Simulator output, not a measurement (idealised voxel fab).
Process module under the name voxel local oxidation
cross-section cut | 270 nm wide | cells 5 nm
Format of a cross-section: grid, square cells. Given as bands. Order: top down. Band: one or more rows of cells. Top, bottom (nm), then materials left to right with widths (nm); lone material tagged "everywhere" fills the whole band edge to edge; "empty" = empty space. Zero point of the height axis is 0; under it, received wafer = one material. Lowest band: continues down indefinitely, "0 -> down". A width such as "30..40" changes by the same amount from each row of cells to the next, from the band's top row to its bottom row. The designation "same as before", where it is given for a processing step, indicates that no cell of the cross-section was altered in the course of that step. The entry titled "Closed void entries" provides the empty spaces that have no open way to the top, restricted to those of 8 cells or more. Each is presented as width x height at distance, the distance being measured from the left edge, with all three in nm. Post-settings text on a step line: simulator's own remark regarding the step. Among the settings permitted on a step's line is "overlay nm"; applied to a step with a mask, it specifies the extent to which the mask lay to the right of its planned position, whereas a negative figure signifies a position to the left.

The steps planned for the process are as follows
- 1: RECEIVE,material Si
- 2: CONFORMAL_DEP,material SiO2,thk nm 5
- 3: CONFORMAL_DEP,material SiN,thk nm 15
- 4: PATTERN,tone cover,mask id ACTIVE,material resist,width nm 100,thk nm 20,overlay nm -15
- 5: DIRECTIONAL_ETCH,etch materials SiN,depth nm 15
- 6: STRIP,etch materials resist
- 7: SELECTIVE_ETCH,etch materials SiO2,depth nm 5
- 8: OXIDIZE,depth nm 10
- 9: STRIP,etch materials SiN
Keep in mind the plan's value for the overlay nm of step 4 comes from the first wafer; the wafers don't share that setting, but they do share the same starting point.

First of several wafers, received after step 1, in cross-section
> 0 -> down = Si everywhere
> Closed void entries: none

The rows of the table below are wafers. Looking at the end of the module, a row counts, for every material, the cells the wafer has gained, shown as (+), or lost, shown as (-), since it was received; its closed voids come next
overlay nm -15; -80 Si; +98 SiO2; Closed void entries: none
overlay nm -10; -80 Si; +98 SiO2; Closed void entries: none
overlay nm -5; -80 Si; +98 SiO2; Closed void entries: none
overlay nm 0; -80 Si; +98 SiO2; Closed void entries: none
overlay nm 5; -80 Si; +98 SiO2; Closed void entries: none
overlay nm 10; -80 Si; +98 SiO2; Closed void entries: none
overlay nm 15; -80 Si; +98 SiO2; Closed void entries: none
